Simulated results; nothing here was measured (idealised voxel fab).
The process module presented herein is designated voxel transistor to metal.
Section cut is 205 nm wide and gridded with 5 nm square cells.
A cross-section is written here as square cells arranged in a grid, and it is given in bands from the top down, each band taking up one or more rows of cells.
Heights first: top, then bottom, in nm. Then materials, left to right, each with a width in nm. "edge to edge" on a single material: fills the band edge to edge. "blank": empty space.
Zero point of the height axis is 0; under it, received wafer = one material. Lowest band: continues down indefinitely, "0 down".
It should be noted that a width expressed as "30->40" varies in equal increments from row to row of cells within the band, taking the value of the first number at the top row and that of the second number at the bottom row.
You'll sometimes find "no change occurred" written for a step, and that's the way of saying that nowhere in the cross-section did a cell change during that step.
For the entry "Sealed internal voids", the listed items are empty spaces with no open way to the top whose size is 8 cells or more; each item follows the pattern width x height at distance, where distance is from the left edge and all three are in nm.
If you see something after the settings on a step's line, that's the simulator's own remark about that step.
What "overlay nm" on a step's line means: if the step has a mask, that mask lay this far to the right of its planned place, or, when the value is negative, to the left.

Listed below are the process steps as planned
1) RECEIVE | material Si
2) OXIDIZE | depth nm 5
3) CONFORMAL_DEP | material SiN | thk nm 10
4) MASKED_ETCH | tone cover | mask id ACTIVE | width nm 95 | etch materials SiN | depth nm 10 | overlay nm 0
5) MASKED_ETCH | tone cover | mask id ACTIVE | width nm 95 | etch materials SiO2 | depth nm 5 | overlay nm 0
6) MASKED_ETCH | tone cover | mask id ACTIVE | width nm 95 | etch materials Si | depth nm 30 | overlay nm 0
7) OXIDIZE | depth nm 5
8) FILL_DEP | material SiO2 | thk nm 5
9) CMP | height nm 10
10) SELECTIVE_ETCH | etch materials SiO2 | depth nm 5
11) STRIP | etch materials SiN
12) SELECTIVE_ETCH | etch materials SiO2 | depth nm 5
13) OXIDIZE | depth nm 5
14) DIRECTIONAL_DEP | material polySi | thk nm 20
15) DIRECTIONAL_DEP | material SiCN | thk nm 10
16) MASKED_ETCH | tone cover | mask id GATE | width nm 25 | etch materials SiCN | depth nm 20 | overlay nm 0
17) MASKED_ETCH | tone cover | mask id GATE | width nm 25 | etch materials polySi | depth nm 30 | overlay nm 0
18) CONFORMAL_DEP | material SiO2 | thk nm 5
19) DIRECTIONAL_ETCH | etch materials SiO2 | depth nm 5
20) CONFORMAL_DEP | material SiN | thk nm 5
21) DIRECTIONAL_ETCH | etch materials SiN | depth nm 5
22) DIRECTIONAL_ETCH | etch materials SiO2 | depth nm 5
23) EPI | material pSi | thk nm 5
24) FILL_DEP | material SiO2 | thk nm 10
25) CMP | height nm 25
26) DIRECTIONAL_DEP | material SiO2 | thk nm 10
27) DIRECTIONAL_DEP | material aC | thk nm 15
28) PATTERN | tone open | mask id CONTACT | material resist | width nm 15 | pitch nm 70 | thk nm 35 | overlay nm 0
29) DIRECTIONAL_ETCH | etch materials aC | depth nm 15
30) STRIP | etch materials resist
31) DIRECTIONAL_ETCH | etch materials SiO2 | depth nm 40
32) STRIP | etch materials aC
33) CONFORMAL_DEP | material TiN | thk nm 5
34) FILL_DEP | material W | thk nm 10
35) CMP | height nm 35
36) CONFORMAL_DEP | material SiCN | thk nm 5
37) DIRECTIONAL_DEP | material lowk | thk nm 20
38) MASKED_ETCH | tone open | mask id METAL_1 | width nm 15 | pitch nm 70 | etch materials lowk | depth nm 20 | overlay nm 0
39) MASKED_ETCH | tone open | mask id METAL_1 | width nm 15 | pitch nm 70 | etch materials SiCN | depth nm 5 | overlay nm 0
40) CONFORMAL_DEP | material TiN | thk nm 5
41) FILL_DEP | material Cu | thk nm 10
42) CMP | height nm 60
43) CONFORMAL_DEP | material SiN | thk nm 5

The first of the two wafers, which ran as planned

Shown in cross-section is the wafer as received, that is, as it stands after step 1
0 down  Si edge to edge
Sealed internal voids: none

State of the wafer after step 2, shown in cross-section
0 to -5  SiO2 edge to edge
Note: structure below -5 unchanged.

State of the wafer after step 3, shown in cross-section
10 to 0  SiN edge to edge
Note: structure below 0 unchanged.

State of the wafer after step 4, shown in cross-section
10 to 0  55 of blank  95 of SiN  55 of blank
Note: structure below 0 unchanged.

State of the wafer after step 5, shown in cross-section
10 to 0  55 of blank  95 of SiN  55 of blank
0 to -5  55 of blank  95 of SiO2  55 of blank
Note: structure below -5 unchanged.

State of the wafer after step 6, shown in cross-section
10 to 0  55 of blank  95 of SiN  55 of blank
0 to -5  55 of blank  95 of SiO2  55 of blank
-5 to -35  55 of blank  95 of Si  55 of blank
Note: structure below -35 unchanged.

State of the wafer after step 7, shown in cross-section
10 to 0  55 of blank  95 of SiN  55 of blank
0 to -5  55 of blank  95 of SiO2  55 of blank
-5 to -35  55 of blank  5 of SiO2  85 of Si  5 of SiO2  55 of blank
-35 to -40  60 of SiO2  85 of Si  60 of SiO2
Note: structure below -40 unchanged.

State of the wafer after step 8, shown in cross-section
15 to 10  SiO2 edge to edge
10 to 0  55 of SiO2  95 of SiN  55 of SiO2
0 to -5  SiO2 edge to edge
-5 to -40  60 of SiO2  85 of Si  60 of SiO2
Note: structure below -40 unchanged.

State of the wafer after step 9, shown in cross-section
10 to 0  55 of SiO2  95 of SiN  55 of SiO2
Note: structure below 0 unchanged.

State of the wafer after step 10, shown in cross-section
10 to 5  55 of blank  95 of SiN  55 of blank
Note: structure below 5 unchanged.

State of the wafer after step 11, shown in cross-section
5 to 0  55 of SiO2  95 of blank  55 of SiO2
Note: structure below 0 unchanged.

State of the wafer after step 12, shown in cross-section
0 to -5  50 of SiO2  105 of blank  50 of SiO2
Note: structure below -5 unchanged.

State of the wafer after step 13, shown in cross-section
0 to -5  50 of SiO2  105 of blank  50 of SiO2
-5 to -10  SiO2 edge to edge
Note: structure below -10 unchanged.

State of the wafer after step 14, shown in cross-section
20 to 15  50 of polySi  105 of blank  50 of polySi
15 to 0  polySi edge to edge
0 to -5  50 of SiO2  105 of polySi  50 of SiO2
Note: structure below -5 unchanged.

State of the wafer after step 15, shown in cross-section
30 to 25  50 of SiCN  105 of blank  50 of SiCN
25 to 20  SiCN edge to edge
20 to 15  50 of polySi  105 of SiCN  50 of polySi
Note: structure below 15 unchanged.

State of the wafer after step 16, shown in cross-section
25 to 20  90 of blank  25 of SiCN  90 of blank
20 to 15  50 of polySi  40 of blank  25 of SiCN  40 of blank  50 of polySi
Note: structure below 15 unchanged.

State of the wafer after step 17, shown in cross-section
25 to 15  90 of blank  25 of SiCN  90 of blank
15 to 0  90 of blank  25 of polySi  90 of blank
0 to -5  50 of SiO2  40 of blank  25 of polySi  40 of blank  50 of SiO2
Note: structure below -5 unchanged.

State of the wafer after step 18, shown in cross-section
30 to 25  85 of blank  35 of SiO2  85 of blank
25 to 15  85 of blank  5 of SiO2  25 of SiCN  5 of SiO2  85 of blank
15 to 5  85 of blank  5 of SiO2  25 of polySi  5 of SiO2  85 of blank
5 to 0  55 of SiO2  30 of blank  5 of SiO2  25 of polySi  5 of SiO2  30 of blank  55 of SiO2
0 to -5  90 of SiO2  25 of polySi  90 of SiO2
Note: structure below -5 unchanged.

State of the wafer after step 19, shown in cross-section
25 to 15  85 of blank  5 of SiO2  25 of SiCN  5 of SiO2  85 of blank
15 to 0  85 of blank  5 of SiO2  25 of polySi  5 of SiO2  85 of blank
0 to -5  55 of SiO2  30 of blank  5 of SiO2  25 of polySi  5 of SiO2  30 of blank  55 of SiO2
Note: structure below -5 unchanged.

State of the wafer after step 20, shown in cross-section
30 to 25  80 of blank  45 of SiN  80 of blank
25 to 15  80 of blank  5 of SiN  5 of SiO2  25 of SiCN  5 of SiO2  5 of SiN  80 of blank
15 to 5  80 of blank  5 of SiN  5 of SiO2  25 of polySi  5 of SiO2  5 of SiN  80 of blank
5 to 0  60 of SiN  20 of blank  5 of SiN  5 of SiO2  25 of polySi  5 of SiO2  5 of SiN  20 of blank  60 of SiN
0 to -5  55 of SiO2  30 of SiN  5 of SiO2  25 of polySi  5 of SiO2  30 of SiN  55 of SiO2
Note: structure below -5 unchanged.

State of the wafer after step 21, shown in cross-section
25 to 15  80 of blank  5 of SiN  5 of SiO2  25 of SiCN  5 of SiO2  5 of SiN  80 of blank
15 to 0  80 of blank  5 of SiN  5 of SiO2  25 of polySi  5 of SiO2  5 of SiN  80 of blank
0 to -5  55 of SiO2  5 of SiN  20 of blank  5 of SiN  5 of SiO2  25 of polySi  5 of SiO2  5 of SiN  20 of blank  5 of SiN  55 of SiO2
Note: structure below -5 unchanged.

State of the wafer after step 22, shown in cross-section
25 to 20  80 of blank  5 of SiN  5 of blank  25 of SiCN  5 of blank  5 of SiN  80 of blank
20 to 15  80 of blank  5 of SiN  5 of SiO2  25 of SiCN  5 of SiO2  5 of SiN  80 of blank
15 to 0  80 of blank  5 of SiN  5 of SiO2  25 of polySi  5 of SiO2  5 of SiN  80 of blank
0 to -5  55 of blank  5 of SiN  20 of blank  5 of SiN  5 of SiO2  25 of polySi  5 of SiO2  5 of SiN  20 of blank  5 of SiN  55 of blank
-5 to -10  60 of SiO2  20 of blank  45 of SiO2  20 of blank  60 of SiO2
Note: structure below -10 unchanged.

State of the wafer after step 23, shown in cross-section
25 to 20  80 of blank  5 of SiN  5 of blank  25 of SiCN  5 of blank  5 of SiN  80 of blank
20 to 15  80 of blank  5 of SiN  5 of SiO2  25 of SiCN  5 of SiO2  5 of SiN  80 of blank
15 to 0  80 of blank  5 of SiN  5 of SiO2  25 of polySi  5 of SiO2  5 of SiN  80 of blank
0 to -5  55 of blank  5 of SiN  20 of blank  5 of SiN  5 of SiO2  25 of polySi  5 of SiO2  5 of SiN  20 of blank  5 of SiN  55 of blank
-5 to -10  60 of SiO2  20 of pSi  45 of SiO2  20 of pSi  60 of SiO2
Note: structure below -10 unchanged.

State of the wafer after step 24, shown in cross-section
35 to 25  SiO2 edge to edge
25 to 15  80 of SiO2  5 of SiN  5 of SiO2  25 of SiCN  5 of SiO2  5 of SiN  80 of SiO2
15 to 0  80 of SiO2  5 of SiN  5 of SiO2  25 of polySi  5 of SiO2  5 of SiN  80 of SiO2
0 to -5  55 of SiO2  5 of SiN  20 of SiO2  5 of SiN  5 of SiO2  25 of polySi  5 of SiO2  5 of SiN  20 of SiO2  5 of SiN  55 of SiO2
Note: structure below -5 unchanged.

State of the wafer after step 25, shown in cross-section
25 to 15  80 of SiO2  5 of SiN  5 of SiO2  25 of SiCN  5 of SiO2  5 of SiN  80 of SiO2
Note: structure below 15 unchanged.

State of the wafer after step 26, shown in cross-section
35 to 25  SiO2 edge to edge
Note: structure below 25 unchanged.

State of the wafer after step 27, shown in cross-section
50 to 35  aC edge to edge
Note: structure below 35 unchanged.

State of the wafer after step 28, shown in cross-section
85 to 50  60 of resist  15 of blank  55 of resist  15 of blank  60 of resist
Note: structure below 50 unchanged.

State of the wafer after step 29, shown in cross-section
70 to 50  60 of resist  15 of blank  55 of resist  15 of blank  60 of resist
50 to 35  60 of aC  15 of blank  55 of aC  15 of blank  60 of aC
Note: structure below 35 unchanged.

State of the wafer after step 30, shown in cross-section
50 to 35  60 of aC  15 of blank  55 of aC  15 of blank  60 of aC
Note: structure below 35 unchanged.

State of the wafer after step 31, shown in cross-section
50 to 35  60 of aC  15 of blank  55 of aC  15 of blank  60 of aC
35 to 25  60 of SiO2  15 of blank  55 of SiO2  15 of blank  60 of SiO2
25 to 15  60 of SiO2  15 of blank  5 of SiO2  5 of SiN  5 of SiO2  25 of SiCN  5 of SiO2  5 of SiN  5 of SiO2  15 of blank  60 of SiO2
15 to 0  60 of SiO2  15 of blank  5 of SiO2  5 of SiN  5 of SiO2  25 of polySi  5 of SiO2  5 of SiN  5 of SiO2  15 of blank  60 of SiO2
0 to -5  55 of SiO2  5 of SiN  15 of blank  5 of SiO2  5 of SiN  5 of SiO2  25 of polySi  5 of SiO2  5 of SiN  5 of SiO2  15 of blank  5 of SiN  55 of SiO2
Note: structure below -5 unchanged.

State of the wafer after step 32, shown in cross-section
35 to 25  60 of SiO2  15 of blank  55 of SiO2  15 of blank  60 of SiO2
Note: structure below 25 unchanged.

State of the wafer after step 33, shown in cross-section
40 to 35  65 of TiN  5 of blank  65 of TiN  5 of blank  65 of TiN
35 to 25  60 of SiO2  5 of TiN  5 of blank  5 of TiN  55 of SiO2  5 of TiN  5 of blank  5 of TiN  60 of SiO2
25 to 15  60 of SiO2  5 of TiN  5 of blank  5 of TiN  5 of SiO2  5 of SiN  5 of SiO2  25 of SiCN  5 of SiO2  5 of SiN  5 of SiO2  5 of TiN  5 of blank  5 of TiN  60 of SiO2
15 to 0  60 of SiO2  5 of TiN  5 of blank  5 of TiN  5 of SiO2  5 of SiN  5 of SiO2  25 of polySi  5 of SiO2  5 of SiN  5 of SiO2  5 of TiN  5 of blank  5 of TiN  60 of SiO2
0 to -5  55 of SiO2  5 of SiN  15 of TiN  5 of SiO2  5 of SiN  5 of SiO2  25 of polySi  5 of SiO2  5 of SiN  5 of SiO2  15 of TiN  5 of SiN  55 of SiO2
Note: structure below -5 unchanged.

State of the wafer after step 34, shown in cross-section
50 to 40  W edge to edge
40 to 35  65 of TiN  5 of W  65 of TiN  5 of W  65 of TiN
35 to 25  60 of SiO2  5 of TiN  5 of W  5 of TiN  55 of SiO2  5 of TiN  5 of W  5 of TiN  60 of SiO2
25 to 15  60 of SiO2  5 of TiN  5 of W  5 of TiN  5 of SiO2  5 of SiN  5 of SiO2  25 of SiCN  5 of SiO2  5 of SiN  5 of SiO2  5 of TiN  5 of W  5 of TiN  60 of SiO2
15 to 0  60 of SiO2  5 of TiN  5 of W  5 of TiN  5 of SiO2  5 of SiN  5 of SiO2  25 of polySi  5 of SiO2  5 of SiN  5 of SiO2  5 of TiN  5 of W  5 of TiN  60 of SiO2
Note: structure below 0 unchanged.

State of the wafer after step 35, shown in cross-section
35 to 25  60 of SiO2  5 of TiN  5 of W  5 of TiN  55 of SiO2  5 of TiN  5 of W  5 of TiN  60 of SiO2
Note: structure below 25 unchanged.

State of the wafer after step 36, shown in cross-section
40 to 35  SiCN edge to edge
Note: structure below 35 unchanged.

State of the wafer after step 37, shown in cross-section
60 to 40  lowk edge to edge
Note: structure below 40 unchanged.

State of the wafer after step 38, shown in cross-section
60 to 40  60 of lowk  15 of blank  55 of lowk  15 of blank  60 of lowk
Note: structure below 40 unchanged.

State of the wafer after step 39, shown in cross-section
60 to 40  60 of lowk  15 of blank  55 of lowk  15 of blank  60 of lowk
40 to 35  60 of SiCN  15 of blank  55 of SiCN  15 of blank  60 of SiCN
Note: structure below 35 unchanged.

State of the wafer after step 40, shown in cross-section
65 to 60  65 of TiN  5 of blank  65 of TiN  5 of blank  65 of TiN
60 to 40  60 of lowk  5 of TiN  5 of blank  5 of TiN  55 of lowk  5 of TiN  5 of blank  5 of TiN  60 of lowk
40 to 35  60 of SiCN  15 of TiN  55 of SiCN  15 of TiN  60 of SiCN
Note: structure below 35 unchanged.

State of the wafer after step 41, shown in cross-section
75 to 65  Cu edge to edge
65 to 60  65 of TiN  5 of Cu  65 of TiN  5 of Cu  65 of TiN
60 to 40  60 of lowk  5 of TiN  5 of Cu  5 of TiN  55 of lowk  5 of TiN  5 of Cu  5 of TiN  60 of lowk
Note: structure below 40 unchanged.

State of the wafer after step 42, shown in cross-section
60 to 40  60 of lowk  5 of TiN  5 of Cu  5 of TiN  55 of lowk  5 of TiN  5 of Cu  5 of TiN  60 of lowk
Note: structure below 40 unchanged.

State of the wafer after step 43, shown in cross-section
65 to 60  SiN edge to edge
Note: structure below 60 unchanged.

The second wafer: identical to the first at the outset and in its planned sequence, differing only in that one mistake was made during processing; up to and including step 3, its path is the first wafer's path

Cross-section of the second wafer at the time by which step 4 should have been completed according to the plan
10 to 0  55 of blank  100 of SiN  50 of blank
Note: structure below 0 unchanged.

Cross-section of the second wafer at the time by which step 5 should have been completed according to the plan
10 to 0  55 of blank  100 of SiN  50 of blank
0 to -5  55 of blank  100 of SiO2  50 of blank
Note: structure below -5 unchanged.

Cross-section of the second wafer at the time by which step 6 should have been completed according to the plan
10 to 0  55 of blank  100 of SiN  50 of blank
0 to -5  55 of blank  100 of SiO2  50 of blank
-5 to -35  55 of blank  100 of Si  50 of blank
Note: structure below -35 unchanged.

Cross-section of the second wafer at the time by which step 7 should have been completed according to the plan
10 to 0  55 of blank  100 of SiN  50 of blank
0 to -5  55 of blank  100 of SiO2  50 of blank
-5 to -35  55 of blank  5 of SiO2  90 of Si  5 of SiO2  50 of blank
-35 to -40  60 of SiO2  90 of Si  55 of SiO2
Note: structure below -40 unchanged.

Cross-section of the second wafer at the time by which step 8 should have been completed according to the plan
15 to 10  SiO2 edge to edge
10 to 0  55 of SiO2  100 of SiN  50 of SiO2
0 to -5  SiO2 edge to edge
-5 to -40  60 of SiO2  90 of Si  55 of SiO2
Note: structure below -40 unchanged.

Cross-section of the second wafer at the time by which step 9 should have been completed according to the plan
10 to 0  55 of SiO2  100 of SiN  50 of SiO2
Note: structure below 0 unchanged.

Cross-section of the second wafer at the time by which step 10 should have been completed according to the plan
10 to 5  55 of blank  100 of SiN  50 of blank
Note: structure below 5 unchanged.

Cross-section of the second wafer at the time by which step 11 should have been completed according to the plan
5 to 0  55 of SiO2  100 of blank  50 of SiO2
Note: structure below 0 unchanged.

Cross-section of the second wafer at the time by which step 12 should have been completed according to the plan
0 to -5  50 of SiO2  110 of blank  45 of SiO2
Note: structure below -5 unchanged.

Cross-section of the second wafer at the time by which step 13 should have been completed according to the plan
0 to -5  50 of SiO2  110 of blank  45 of SiO2
-5 to -10  SiO2 edge to edge
Note: structure below -10 unchanged.

Cross-section of the second wafer at the time by which step 14 should have been completed according to the plan
20 to 15  50 of polySi  110 of blank  45 of polySi
15 to 0  polySi edge to edge
0 to -5  50 of SiO2  110 of polySi  45 of SiO2
Note: structure below -5 unchanged.

Cross-section of the second wafer at the time by which step 15 should have been completed according to the plan
30 to 25  50 of SiCN  110 of blank  45 of SiCN
25 to 20  SiCN edge to edge
20 to 15  50 of polySi  110 of SiCN  45 of polySi
Note: structure below 15 unchanged.

Cross-section of the second wafer at the time by which step 16 should have been completed according to the plan
25 to 20  90 of blank  25 of SiCN  90 of blank
20 to 15  50 of polySi  40 of blank  25 of SiCN  45 of blank  45 of polySi
Note: structure below 15 unchanged.

Cross-section of the second wafer at the time by which step 17 should have been completed according to the plan
25 to 15  90 of blank  25 of SiCN  90 of blank
15 to 0  90 of blank  25 of polySi  90 of blank
0 to -5  50 of SiO2  40 of blank  25 of polySi  45 of blank  45 of SiO2
Note: structure below -5 unchanged.

Cross-section of the second wafer at the time by which step 18 should have been completed according to the plan
30 to 25  85 of blank  35 of SiO2  85 of blank
25 to 15  85 of blank  5 of SiO2  25 of SiCN  5 of SiO2  85 of blank
15 to 5  85 of blank  5 of SiO2  25 of polySi  5 of SiO2  85 of blank
5 to 0  55 of SiO2  30 of blank  5 of SiO2  25 of polySi  5 of SiO2  35 of blank  50 of SiO2
0 to -5  90 of SiO2  25 of polySi  90 of SiO2
Note: structure below -5 unchanged.

Cross-section of the second wafer at the time by which step 19 should have been completed according to the plan
25 to 15  85 of blank  5 of SiO2  25 of SiCN  5 of SiO2  85 of blank
15 to 0  85 of blank  5 of SiO2  25 of polySi  5 of SiO2  85 of blank
0 to -5  55 of SiO2  30 of blank  5 of SiO2  25 of polySi  5 of SiO2  35 of blank  50 of SiO2
Note: structure below -5 unchanged.

Cross-section of the second wafer at the time by which step 20 should have been completed according to the plan
30 to 25  80 of blank  45 of SiN  80 of blank
25 to 15  80 of blank  5 of SiN  5 of SiO2  25 of SiCN  5 of SiO2  5 of SiN  80 of blank
15 to 5  80 of blank  5 of SiN  5 of SiO2  25 of polySi  5 of SiO2  5 of SiN  80 of blank
5 to 0  60 of SiN  20 of blank  5 of SiN  5 of SiO2  25 of polySi  5 of SiO2  5 of SiN  25 of blank  55 of SiN
0 to -5  55 of SiO2  30 of SiN  5 of SiO2  25 of polySi  5 of SiO2  35 of SiN  50 of SiO2
Note: structure below -5 unchanged.

Cross-section of the second wafer at the time by which step 21 should have been completed according to the plan
25 to 15  80 of blank  5 of SiN  5 of SiO2  25 of SiCN  5 of SiO2  5 of SiN  80 of blank
15 to 0  80 of blank  5 of SiN  5 of SiO2  25 of polySi  5 of SiO2  5 of SiN  80 of blank
0 to -5  55 of SiO2  5 of SiN  20 of blank  5 of SiN  5 of SiO2  25 of polySi  5 of SiO2  5 of SiN  25 of blank  5 of SiN  50 of SiO2
Note: structure below -5 unchanged.

Cross-section of the second wafer at the time by which step 22 should have been completed according to the plan
25 to 20  80 of blank  5 of SiN  5 of blank  25 of SiCN  5 of blank  5 of SiN  80 of blank
20 to 15  80 of blank  5 of SiN  5 of SiO2  25 of SiCN  5 of SiO2  5 of SiN  80 of blank
15 to 0  80 of blank  5 of SiN  5 of SiO2  25 of polySi  5 of SiO2  5 of SiN  80 of blank
0 to -5  55 of blank  5 of SiN  20 of blank  5 of SiN  5 of SiO2  25 of polySi  5 of SiO2  5 of SiN  25 of blank  5 of SiN  50 of blank
-5 to -10  60 of SiO2  20 of blank  45 of SiO2  25 of blank  55 of SiO2
Note: structure below -10 unchanged.

Cross-section of the second wafer at the time by which step 23 should have been completed according to the plan
25 to 20  80 of blank  5 of SiN  5 of blank  25 of SiCN  5 of blank  5 of SiN  80 of blank
20 to 15  80 of blank  5 of SiN  5 of SiO2  25 of SiCN  5 of SiO2  5 of SiN  80 of blank
15 to 0  80 of blank  5 of SiN  5 of SiO2  25 of polySi  5 of SiO2  5 of SiN  80 of blank
0 to -5  55 of blank  5 of SiN  20 of blank  5 of SiN  5 of SiO2  25 of polySi  5 of SiO2  5 of SiN  25 of blank  5 of SiN  50 of blank
-5 to -10  60 of SiO2  20 of pSi  45 of SiO2  25 of pSi  55 of SiO2
Note: structure below -10 unchanged.

Cross-section of the second wafer at the time by which step 24 should have been completed according to the plan
35 to 25  SiO2 edge to edge
25 to 15  80 of SiO2  5 of SiN  5 of SiO2  25 of SiCN  5 of SiO2  5 of SiN  80 of SiO2
15 to 0  80 of SiO2  5 of SiN  5 of SiO2  25 of polySi  5 of SiO2  5 of SiN  80 of SiO2
0 to -5  55 of SiO2  5 of SiN  20 of SiO2  5 of SiN  5 of SiO2  25 of polySi  5 of SiO2  5 of SiN  25 of SiO2  5 of SiN  50 of SiO2
Note: structure below -5 unchanged.

Cross-section of the second wafer at the time by which step 25 should have been completed according to the plan
25 to 15  80 of SiO2  5 of SiN  5 of SiO2  25 of SiCN  5 of SiO2  5 of SiN  80 of SiO2
Note: structure below 15 unchanged.

Cross-section of the second wafer at the time by which step 26 should have been completed according to the plan
35 to 25  SiO2 edge to edge
Note: structure below 25 unchanged.

Cross-section of the second wafer at the time by which step 27 should have been completed according to the plan
50 to 35  aC edge to edge
Note: structure below 35 unchanged.

Cross-section of the second wafer at the time by which step 28 should have been completed according to the plan
85 to 50  60 of resist  15 of blank  55 of resist  15 of blank  60 of resist
Note: structure below 50 unchanged.

Cross-section of the second wafer at the time by which step 29 should have been completed according to the plan
70 to 50  60 of resist  15 of blank  55 of resist  15 of blank  60 of resist
50 to 35  60 of aC  15 of blank  55 of aC  15 of blank  60 of aC
Note: structure below 35 unchanged.

Cross-section of the second wafer at the time by which step 30 should have been completed according to the plan
50 to 35  60 of aC  15 of blank  55 of aC  15 of blank  60 of aC
Note: structure below 35 unchanged.

Cross-section of the second wafer at the time by which step 31 should have been completed according to the plan
50 to 35  60 of aC  15 of blank  55 of aC  15 of blank  60 of aC
35 to 25  60 of SiO2  15 of blank  55 of SiO2  15 of blank  60 of SiO2
25 to 15  60 of SiO2  15 of blank  5 of SiO2  5 of SiN  5 of SiO2  25 of SiCN  5 of SiO2  5 of SiN  5 of SiO2  15 of blank  60 of SiO2
15 to 0  60 of SiO2  15 of blank  5 of SiO2  5 of SiN  5 of SiO2  25 of polySi  5 of SiO2  5 of SiN  5 of SiO2  15 of blank  60 of SiO2
0 to -5  55 of SiO2  5 of SiN  15 of blank  5 of SiO2  5 of SiN  5 of SiO2  25 of polySi  5 of SiO2  5 of SiN  5 of SiO2  15 of blank  5 of SiO2  5 of SiN  50 of SiO2
Note: structure below -5 unchanged.

Cross-section of the second wafer at the time by which step 32 should have been completed according to the plan
35 to 25  60 of SiO2  15 of blank  55 of SiO2  15 of blank  60 of SiO2
Note: structure below 25 unchanged.

Cross-section of the second wafer at the time by which step 33 should have been completed according to the plan
40 to 35  65 of TiN  5 of blank  65 of TiN  5 of blank  65 of TiN
35 to 25  60 of SiO2  5 of TiN  5 of blank  5 of TiN  55 of SiO2  5 of TiN  5 of blank  5 of TiN  60 of SiO2
25 to 15  60 of SiO2  5 of TiN  5 of blank  5 of TiN  5 of SiO2  5 of SiN  5 of SiO2  25 of SiCN  5 of SiO2  5 of SiN  5 of SiO2  5 of TiN  5 of blank  5 of TiN  60 of SiO2
15 to 0  60 of SiO2  5 of TiN  5 of blank  5 of TiN  5 of SiO2  5 of SiN  5 of SiO2  25 of polySi  5 of SiO2  5 of SiN  5 of SiO2  5 of TiN  5 of blank  5 of TiN  60 of SiO2
0 to -5  55 of SiO2  5 of SiN  15 of TiN  5 of SiO2  5 of SiN  5 of SiO2  25 of polySi  5 of SiO2  5 of SiN  5 of SiO2  15 of TiN  5 of SiO2  5 of SiN  50 of SiO2
Note: structure below -5 unchanged.

Cross-section of the second wafer at the time by which step 34 should have been completed according to the plan
50 to 40  W edge to edge
40 to 35  65 of TiN  5 of W  65 of TiN  5 of W  65 of TiN
35 to 25  60 of SiO2  5 of TiN  5 of W  5 of TiN  55 of SiO2  5 of TiN  5 of W  5 of TiN  60 of SiO2
25 to 15  60 of SiO2  5 of TiN  5 of W  5 of TiN  5 of SiO2  5 of SiN  5 of SiO2  25 of SiCN  5 of SiO2  5 of SiN  5 of SiO2  5 of TiN  5 of W  5 of TiN  60 of SiO2
15 to 0  60 of SiO2  5 of TiN  5 of W  5 of TiN  5 of SiO2  5 of SiN  5 of SiO2  25 of polySi  5 of SiO2  5 of SiN  5 of SiO2  5 of TiN  5 of W  5 of TiN  60 of SiO2
Note: structure below 0 unchanged.

Cross-section of the second wafer at the time by which step 35 should have been completed according to the plan
35 to 25  60 of SiO2  5 of TiN  5 of W  5 of TiN  55 of SiO2  5 of TiN  5 of W  5 of TiN  60 of SiO2
Note: structure below 25 unchanged.

Cross-section of the second wafer at the time by which step 36 should have been completed according to the plan
40 to 35  SiCN edge to edge
Note: structure below 35 unchanged.

Cross-section of the second wafer at the time by which step 37 should have been completed according to the plan
60 to 40  lowk edge to edge
Note: structure below 40 unchanged.

Cross-section of the second wafer at the time by which step 38 should have been completed according to the plan
60 to 40  60 of lowk  15 of blank  55 of lowk  15 of blank  60 of lowk
Note: structure below 40 unchanged.

Cross-section of the second wafer at the time by which step 39 should have been completed according to the plan
60 to 40  60 of lowk  15 of blank  55 of lowk  15 of blank  60 of lowk
40 to 35  60 of SiCN  15 of blank  55 of SiCN  15 of blank  60 of SiCN
Note: structure below 35 unchanged.

Cross-section of the second wafer at the time by which step 40 should have been completed according to the plan
65 to 60  65 of TiN  5 of blank  65 of TiN  5 of blank  65 of TiN
60 to 40  60 of lowk  5 of TiN  5 of blank  5 of TiN  55 of lowk  5 of TiN  5 of blank  5 of TiN  60 of lowk
40 to 35  60 of SiCN  15 of TiN  55 of SiCN  15 of TiN  60 of SiCN
Note: structure below 35 unchanged.

Cross-section of the second wafer at the time by which step 41 should have been completed according to the plan
75 to 65  Cu edge to edge
65 to 60  65 of TiN  5 of Cu  65 of TiN  5 of Cu  65 of TiN
60 to 40  60 of lowk  5 of TiN  5 of Cu  5 of TiN  55 of lowk  5 of TiN  5 of Cu  5 of TiN  60 of lowk
Note: structure below 40 unchanged.

Cross-section of the second wafer at the time by which step 42 should have been completed according to the plan
60 to 40  60 of lowk  5 of TiN  5 of Cu  5 of TiN  55 of lowk  5 of TiN  5 of Cu  5 of TiN  60 of lowk
Note: structure below 40 unchanged.

Cross-section of the second wafer at the time by which step 43 should have been completed according to the plan
65 to 60  SiN edge to edge
Note: structure below 60 unchanged.
Plan not followed: note that step 4 departed from the planned setting and was carried out as MASKED_ETCH | tone cover | mask id ACTIVE | width nm 100 | etch materials SiN | depth nm 10 | overlay nm 0
FYI, end of process, the second wafer has more or fewer cells of some materials than the first: Si +6 | SiO2 -7 | pSi +1
